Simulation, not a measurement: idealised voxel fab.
Herein follows the process module entitled voxel capacitor over wiring.
Section shown: cut. Width: 200 nm. Cell size: 5 nm, square.
The cross-sections in this document take the form of a grid made of square cells. They are written out as bands, in order from top to bottom. Each band consists of one or more rows of cells. Band entry format. Leading values: height of top, height of bottom, nm. Remainder: materials in left-to-right order, each with its width in nm. Special words: "throughout" on a single material, which then fills the band edge to edge; "blank", empty space. A quick word on heights: they are counted from 0, and under that level the wafer as it came to us is one material throughout. The lowest band is different from the rest in having no bottom; it simply continues downward, written as in "0..down". Graded width ("30..40"): value in top row of band = first number; value in bottom row = second number; row-to-row change constant. The cross-section has no changed cell in any step marked "nothing was modified". "Unvented internal voids" lists enclosed empty spaces (at least 8 cells, no open path upward to the top), each as width x height at distance from the left edge, in nm. What comes after the settings on a step's line is commentary from the simulator itself on that step. The line of a step may include "overlay nm". On a step with a mask, this value is how far to the right of its planned place the mask lay. A negative value means the mask lay to the left.
# The process steps that were planned are listed below
- 1: RECEIVE, material Si
- 2: CONFORMAL_DEP, material SiO2, thk nm 10
- 3: DIRECTIONAL_DEP, material TiN, thk nm 5
- 4: DIRECTIONAL_DEP, material W, thk nm 15
- 5: MASKED_ETCH, tone cover, mask id METAL_1, width nm 30, pitch nm 90, etch materials W, depth nm 15, overlay nm 0
- 6: MASKED_ETCH, tone cover, mask id METAL_1, width nm 30, pitch nm 90, etch materials TiN, depth nm 5, overlay nm 0
- 7: CONFORMAL_DEP, material SiCN, thk nm 5
- 8: FILL_DEP, material lowk, thk nm 10
- 9: CMP, height nm 30
- 10: CONFORMAL_DEP, material SiCN, thk nm 5
- 11: DIRECTIONAL_DEP, material lowk, thk nm 10
- 12: PATTERN, tone open, mask id PLUG_1, material resist, width nm 15, thk nm 15, overlay nm 0
- 13: DIRECTIONAL_ETCH, etch materials lowk, depth nm 10
- 14: DIRECTIONAL_ETCH, etch materials SiCN, depth nm 5
- 15: STRIP, etch materials resist
- 16: EPI, material Ru, thk nm 10
- 17: EPI, material Ru, thk nm 5
- 18: DIRECTIONAL_DEP, material TiN, thk nm 5
- 19: DIRECTIONAL_DEP, material HfO2, thk nm 5
- 20: DIRECTIONAL_DEP, material TiN, thk nm 10
- 21: DIRECTIONAL_DEP, material aC, thk nm 10
- 22: PATTERN, tone cover, mask id UPPER_PLATE, material resist, width nm 65, thk nm 25, overlay nm 0
- 23: DIRECTIONAL_ETCH, etch materials aC, depth nm 10
- 24: STRIP, etch materials resist
- 25: DIRECTIONAL_ETCH, etch materials TiN, depth nm 10
- 26: DIRECTIONAL_ETCH, etch materials HfO2, depth nm 5
- 27: STRIP, etch materials aC
- 28: PATTERN, tone cover, mask id LOWER_PLATE, material resist, width nm 75, thk nm 20, overlay nm 0
- 29: DIRECTIONAL_ETCH, etch materials TiN, depth nm 5
- 30: STRIP, etch materials resist
- 31: FILL_DEP, material SiO2, thk nm 20
- 32: CMP, height nm 80
- 33: DIRECTIONAL_DEP, material aC, thk nm 10
- 34: PATTERN, tone open, mask id PLUG_2, material resist, width nm 15, thk nm 30, overlay nm 0
- 35: DIRECTIONAL_ETCH, etch materials aC, depth nm 10
- 36: STRIP, etch materials resist
- 37: DIRECTIONAL_ETCH, etch materials SiO2, depth nm 15
- 38: STRIP, etch materials aC
- 39: CONFORMAL_DEP, material TiN, thk nm 5
- 40: FILL_DEP, material Cu, thk nm 5
- 41: CMP, height nm 80
- 42: CONFORMAL_DEP, material SiCN, thk nm 5
# First of two wafers: run as planned
# Incoming wafer in cross-section (state: after step 1)
  0..down  Si throughout
  Unvented internal voids: none
# Upon completion of step 2, the wafer appears in cross-section as shown
  10..0  SiO2 throughout
  Below 0 it's all the same as before, nothing changed down there.
# Upon completion of step 3, the wafer appears in cross-section as shown
  15..10  TiN throughout
  Below 10 it's all the same as before, nothing changed down there.
# Upon completion of step 4, the wafer appears in cross-section as shown
  30..15  W throughout
  Below 15 it's all the same as before, nothing changed down there.
# Upon completion of step 5, the wafer appears in cross-section as shown
  30..15  40 blank, then 30 W, then 60 blank, then 30 W, then 40 blank
  Below 15 it's all the same as before, nothing changed down there.
# Upon completion of step 6, the wafer appears in cross-section as shown
  30..15  40 blank, then 30 W, then 60 blank, then 30 W, then 40 blank
  15..10  40 blank, then 30 TiN, then 60 blank, then 30 TiN, then 40 blank
  Below 10 it's all the same as before, nothing changed down there.
# Upon completion of step 7, the wafer appears in cross-section as shown
  35..30  35 blank, then 40 SiCN, then 50 blank, then 40 SiCN, then 35 blank
  30..15  35 blank, then 5 SiCN, then 30 W, then 5 SiCN, then 50 blank, then 5 SiCN, then 30 W, then 5 SiCN, then 35 blank
  15..10  40 SiCN, then 30 TiN, then 60 SiCN, then 30 TiN, then 40 SiCN
  Below 10 it's all the same as before, nothing changed down there.
# Upon completion of step 8, the wafer appears in cross-section as shown
  45..35  lowk throughout
  35..30  35 lowk, then 40 SiCN, then 50 lowk, then 40 SiCN, then 35 lowk
  30..15  35 lowk, then 5 SiCN, then 30 W, then 5 SiCN, then 50 lowk, then 5 SiCN, then 30 W, then 5 SiCN, then 35 lowk
  Below 15 it's all the same as before, nothing changed down there.
# Upon completion of step 9, the wafer appears in cross-section as shown
  30..15  35 lowk, then 5 SiCN, then 30 W, then 5 SiCN, then 50 lowk, then 5 SiCN, then 30 W, then 5 SiCN, then 35 lowk
  Below 15 it's all the same as before, nothing changed down there.
# Upon completion of step 10, the wafer appears in cross-section as shown
  35..30  SiCN throughout
  Below 30 it's all the same as before, nothing changed down there.
# Upon completion of step 11, the wafer appears in cross-section as shown
  45..35  lowk throughout
  Below 35 it's all the same as before, nothing changed down there.
# Upon completion of step 12, the wafer appears in cross-section as shown
  60..45  55 resist, then 15 blank, then 130 resist
  Below 45 it's all the same as before, nothing changed down there.
# Upon completion of step 13, the wafer appears in cross-section as shown
  60..45  55 resist, then 15 blank, then 130 resist
  45..35  55 lowk, then 15 blank, then 130 lowk
  Below 35 it's all the same as before, nothing changed down there.
# Upon completion of step 14, the wafer appears in cross-section as shown
  60..45  55 resist, then 15 blank, then 130 resist
  45..35  55 lowk, then 15 blank, then 130 lowk
  35..30  55 SiCN, then 15 blank, then 130 SiCN
  Below 30 it's all the same as before, nothing changed down there.
# Upon completion of step 15, the wafer appears in cross-section as shown
  45..35  55 lowk, then 15 blank, then 130 lowk
  Below 35 it's all the same as before, nothing changed down there.
# Upon completion of step 16, the wafer appears in cross-section as shown
  45..40  55 lowk, then 15 blank, then 130 lowk
  40..35  55 lowk, then 15 Ru, then 130 lowk
  35..30  55 SiCN, then 15 Ru, then 130 SiCN
  Below 30 it's all the same as before, nothing changed down there.
# Upon completion of step 17, the wafer appears in cross-section as shown
  45..35  55 lowk, then 15 Ru, then 130 lowk
  Below 35 it's all the same as before, nothing changed down there.
# Upon completion of step 18, the wafer appears in cross-section as shown
  50..45  TiN throughout
  Below 45 it's all the same as before, nothing changed down there.
# Upon completion of step 19, the wafer appears in cross-section as shown
  55..50  HfO2 throughout
  Below 50 it's all the same as before, nothing changed down there.
# Upon completion of step 20, the wafer appears in cross-section as shown
  65..55  TiN throughout
  Below 55 it's all the same as before, nothing changed down there.
# Upon completion of step 21, the wafer appears in cross-section as shown
  75..65  aC throughout
  Below 65 it's all the same as before, nothing changed down there.
# Upon completion of step 22, the wafer appears in cross-section as shown
  100..75  55 blank, then 65 resist, then 80 blank
  Below 75 it's all the same as before, nothing changed down there.
# Upon completion of step 23, the wafer appears in cross-section as shown
  90..75  55 blank, then 65 resist, then 80 blank
  75..65  55 blank, then 65 aC, then 80 blank
  Below 65 it's all the same as before, nothing changed down there.
# Upon completion of step 24, the wafer appears in cross-section as shown
  75..65  55 blank, then 65 aC, then 80 blank
  Below 65 it's all the same as before, nothing changed down there.
# Upon completion of step 25, the wafer appears in cross-section as shown
  75..65  55 blank, then 65 aC, then 80 blank
  65..55  55 blank, then 65 TiN, then 80 blank
  Below 55 it's all the same as before, nothing changed down there.
# Upon completion of step 26, the wafer appears in cross-section as shown
  75..65  55 blank, then 65 aC, then 80 blank
  65..55  55 blank, then 65 TiN, then 80 blank
  55..50  55 blank, then 65 HfO2, then 80 blank
  Below 50 it's all the same as before, nothing changed down there.
# Upon completion of step 27, the wafer appears in cross-section as shown
  65..55  55 blank, then 65 TiN, then 80 blank
  Below 55 it's all the same as before, nothing changed down there.
# Upon completion of step 28, the wafer appears in cross-section as shown
  85..65  50 blank, then 75 resist, then 75 blank
  65..55  50 blank, then 5 resist, then 65 TiN, then 5 resist, then 75 blank
  55..50  50 blank, then 5 resist, then 65 HfO2, then 5 resist, then 75 blank
  Below 50 it's all the same as before, nothing changed down there.
# Upon completion of step 29, the wafer appears in cross-section as shown
  85..65  50 blank, then 75 resist, then 75 blank
  65..55  50 blank, then 5 resist, then 65 TiN, then 5 resist, then 75 blank
  55..50  50 blank, then 5 resist, then 65 HfO2, then 5 resist, then 75 blank
  50..45  50 blank, then 75 TiN, then 75 blank
  Below 45 it's all the same as before, nothing changed down there.
# Upon completion of step 30, the wafer appears in cross-section as shown
  65..55  55 blank, then 65 TiN, then 80 blank
  55..50  55 blank, then 65 HfO2, then 80 blank
  Below 50 it's all the same as before, nothing changed down there.
# Upon completion of step 31, the wafer appears in cross-section as shown
  85..65  SiO2 throughout
  65..55  55 SiO2, then 65 TiN, then 80 SiO2
  55..50  55 SiO2, then 65 HfO2, then 80 SiO2
  50..45  50 SiO2, then 75 TiN, then 75 SiO2
  Below 45 it's all the same as before, nothing changed down there.
# Upon completion of step 32, the wafer appears in cross-section as shown
  80..65  SiO2 throughout
  Below 65 it's all the same as before, nothing changed down there.
# Upon completion of step 33, the wafer appears in cross-section as shown
  90..80  aC throughout
  Below 80 it's all the same as before, nothing changed down there.
# Upon completion of step 34, the wafer appears in cross-section as shown
  120..90  65 resist, then 15 blank, then 120 resist
  Below 90 it's all the same as before, nothing changed down there.
# Upon completion of step 35, the wafer appears in cross-section as shown
  110..90  65 resist, then 15 blank, then 120 resist
  90..80  65 aC, then 15 blank, then 120 aC
  Below 80 it's all the same as before, nothing changed down there.
# Upon completion of step 36, the wafer appears in cross-section as shown
  90..80  65 aC, then 15 blank, then 120 aC
  Below 80 it's all the same as before, nothing changed down there.
# Upon completion of step 37, the wafer appears in cross-section as shown
  90..80  65 aC, then 15 blank, then 120 aC
  80..65  65 SiO2, then 15 blank, then 120 SiO2
  Below 65 it's all the same as before, nothing changed down there.
# Upon completion of step 38, the wafer appears in cross-section as shown
  80..65  65 SiO2, then 15 blank, then 120 SiO2
  Below 65 it's all the same as before, nothing changed down there.
# Upon completion of step 39, the wafer appears in cross-section as shown
  85..80  70 TiN, then 5 blank, then 125 TiN
  80..70  65 SiO2, then 5 TiN, then 5 blank, then 5 TiN, then 120 SiO2
  70..65  65 SiO2, then 15 TiN, then 120 SiO2
  Below 65 it's all the same as before, nothing changed down there.
# Upon completion of step 40, the wafer appears in cross-section as shown
  90..85  Cu throughout
  85..80  70 TiN, then 5 Cu, then 125 TiN
  80..70  65 SiO2, then 5 TiN, then 5 Cu, then 5 TiN, then 120 SiO2
  Below 70 it's all the same as before, nothing changed down there.
# Upon completion of step 41, the wafer appears in cross-section as shown
  80..70  65 SiO2, then 5 TiN, then 5 Cu, then 5 TiN, then 120 SiO2
  Below 70 it's all the same as before, nothing changed down there.
# Upon completion of step 42, the wafer appears in cross-section as shown
  85..80  SiCN throughout
  Below 80 it's all the same as before, nothing changed down there.
# Second wafer: same start and same plan as the first, one execution error; identical to the first through step 17
Cross-sectional view of the second wafer at the intended end time of process step 18: nothing was modified
# Cross-sectional view of the second wafer at the intended end time of process step 19
  50..45  HfO2 throughout
  Below 45 it's all the same as before, nothing changed down there.
# Cross-sectional view of the second wafer at the intended end time of process step 20
  60..50  TiN throughout
  Below 50 it's all the same as before, nothing changed down there.
# Cross-sectional view of the second wafer at the intended end time of process step 21
  70..60  aC throughout
  Below 60 it's all the same as before, nothing changed down there.
# Cross-sectional view of the second wafer at the intended end time of process step 22
  95..70  55 blank, then 65 resist, then 80 blank
  Below 70 it's all the same as before, nothing changed down there.
# Cross-sectional view of the second wafer at the intended end time of process step 23
  85..70  55 blank, then 65 resist, then 80 blank
  70..60  55 blank, then 65 aC, then 80 blank
  Below 60 it's all the same as before, nothing changed down there.
# Cross-sectional view of the second wafer at the intended end time of process step 24
  70..60  55 blank, then 65 aC, then 80 blank
  Below 60 it's all the same as before, nothing changed down there.
# Cross-sectional view of the second wafer at the intended end time of process step 25
  70..60  55 blank, then 65 aC, then 80 blank
  60..50  55 blank, then 65 TiN, then 80 blank
  Below 50 it's all the same as before, nothing changed down there.
# Cross-sectional view of the second wafer at the intended end time of process step 26
  70..60  55 blank, then 65 aC, then 80 blank
  60..50  55 blank, then 65 TiN, then 80 blank
  50..45  55 blank, then 65 HfO2, then 80 blank
  Below 45 it's all the same as before, nothing changed down there.
# Cross-sectional view of the second wafer at the intended end time of process step 27
  60..50  55 blank, then 65 TiN, then 80 blank
  Below 50 it's all the same as before, nothing changed down there.
# Cross-sectional view of the second wafer at the intended end time of process step 28
  80..60  50 blank, then 75 resist, then 75 blank
  60..50  50 blank, then 5 resist, then 65 TiN, then 5 resist, then 75 blank
  50..45  50 blank, then 5 resist, then 65 HfO2, then 5 resist, then 75 blank
  Below 45 it's all the same as before, nothing changed down there.
Cross-sectional view of the second wafer at the intended end time of process step 29: nothing was modified
# Cross-sectional view of the second wafer at the intended end time of process step 30
  60..50  55 blank, then 65 TiN, then 80 blank
  50..45  55 blank, then 65 HfO2, then 80 blank
  Below 45 it's all the same as before, nothing changed down there.
# Cross-sectional view of the second wafer at the intended end time of process step 31
  80..60  SiO2 throughout
  60..50  55 SiO2, then 65 TiN, then 80 SiO2
  50..45  55 SiO2, then 65 HfO2, then 80 SiO2
  Below 45 it's all the same as before, nothing changed down there.
Cross-sectional view of the second wafer at the intended end time of process step 32: nothing was modified
# Cross-sectional view of the second wafer at the intended end time of process step 33
  90..80  aC throughout
  Below 80 it's all the same as before, nothing changed down there.
# Cross-sectional view of the second wafer at the intended end time of process step 34
  120..90  65 resist, then 15 blank, then 120 resist
  Below 90 it's all the same as before, nothing changed down there.
# Cross-sectional view of the second wafer at the intended end time of process step 35
  110..90  65 resist, then 15 blank, then 120 resist
  90..80  65 aC, then 15 blank, then 120 aC
  Below 80 it's all the same as before, nothing changed down there.
# Cross-sectional view of the second wafer at the intended end time of process step 36
  90..80  65 aC, then 15 blank, then 120 aC
  Below 80 it's all the same as before, nothing changed down there.
# Cross-sectional view of the second wafer at the intended end time of process step 37
  90..80  65 aC, then 15 blank, then 120 aC
  80..65  65 SiO2, then 15 blank, then 120 SiO2
  Below 65 it's all the same as before, nothing changed down there.
# Cross-sectional view of the second wafer at the intended end time of process step 38
  80..65  65 SiO2, then 15 blank, then 120 SiO2
  Below 65 it's all the same as before, nothing changed down there.
# Cross-sectional view of the second wafer at the intended end time of process step 39
  85..80  70 TiN, then 5 blank, then 125 TiN
  80..70  65 SiO2, then 5 TiN, then 5 blank, then 5 TiN, then 120 SiO2
  70..65  65 SiO2, then 15 TiN, then 120 SiO2
  Below 65 it's all the same as before, nothing changed down there.
# Cross-sectional view of the second wafer at the intended end time of process step 40
  90..85  Cu throughout
  85..80  70 TiN, then 5 Cu, then 125 TiN
  80..70  65 SiO2, then 5 TiN, then 5 Cu, then 5 TiN, then 120 SiO2
  Below 70 it's all the same as before, nothing changed down there.
# Cross-sectional view of the second wafer at the intended end time of process step 41
  80..70  65 SiO2, then 5 TiN, then 5 Cu, then 5 TiN, then 120 SiO2
  Below 70 it's all the same as before, nothing changed down there.
# Cross-sectional view of the second wafer at the intended end time of process step 42
  85..80  SiCN throughout
  Below 80 it's all the same as before, nothing changed down there.
Heads up, the wafer didn't run the way we planned it: step 18 of the plan was excluded from execution and never run
Heads up, by the end the second wafer has more or fewer cells of some materials compared to the first: SiO2 +15 | TiN -15
